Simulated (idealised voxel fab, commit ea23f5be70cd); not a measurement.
Process module, titled voxel lift off
Each square cell in cross-section cut measures 5 nm, and the section as a whole is 250 nm wide.
Each cross-section below is a grid of square cells, stated as bands in top-down order, with one or more rows of cells making up each band.
Read a band's entry like this: the first values are the height of its top and the height of its bottom in nm, and what follows is the sequence of materials from left to right, each with its width in nm. Note that "empty" is empty space, and that a single material marked "full width" reaches across the band from edge to edge.
Convention: height 0 is the level below which the wafer, as received, is all one material. The lowest band does not terminate at the bottom but continues downward, represented as "0 nm and below".
A width such as "30 to 40" changes by the same amount from each row of cells to the next, from the band's top row to its bottom row.
The cross-section has no changed cell in any step marked "remains unaltered".
Basically, "Closed cavities" tells you about the enclosed voids: empty spaces with no open way to the top, 8 cells or bigger, each written width x height at distance, where distance is from the left edge, all in nm.
Text after the settings on a step's line: the simulator's own remark on that step.
"overlay nm", when on a step's line for a step with a mask, measures how far to the right of its planned place the mask lay; a negative measure means to the left.

-- Intended process steps
1,op RECEIVE | material Si
2,op CONFORMAL_DEP | material SiN | thk nm 15
3,op PATTERN | tone open | mask id LINES | material resist | width nm 30 | pitch nm 50 | thk nm 25 | overlay nm 0
4,op DIRECTIONAL_DEP | material Ru | thk nm 15
5,op STRIP | etch materials resist
6,op CONFORMAL_DEP | material SiCN | thk nm 10

-- Shown in cross-section is the wafer as received, that is, as it stands after step 1
    0 nm and below: Si full width
    Closed cavities: none

-- Cross-section taken at module completion on the first of two wafers; processed per the plan
    40 nm to 30 nm: empty 25 nm; SiCN 200 nm; empty 25 nm
    30 nm to 25 nm: empty 25 nm; SiCN 10 nm; Ru 30 nm; SiCN 20 nm; Ru 30 nm; SiCN 20 nm; Ru 30 nm; SiCN 20 nm; Ru 30 nm; SiCN 10 nm; empty 25 nm
    25 nm to 15 nm: SiCN 35 nm; Ru 30 nm; SiCN 20 nm; Ru 30 nm; SiCN 20 nm; Ru 30 nm; SiCN 20 nm; Ru 30 nm; SiCN 35 nm
    15 nm to 0 nm: SiN full width
    0 nm and below: Si full width
    Closed cavities: none

-- Here is the second of the two wafers cut open at the end of the module - same start, same plan as the first one, but we made one mistake running it
    25 nm to 15 nm: SiCN full width
    15 nm to 0 nm: SiN full width
    0 nm and below: Si full width
    Closed cavities: none
In executing the process, a mistake was made relative to the plan: step 4 from the plan never happened, it was just skipped
At the finish, the second wafer shows more or fewer cells for some materials than the first does: -72 Ru, -48 SiCN
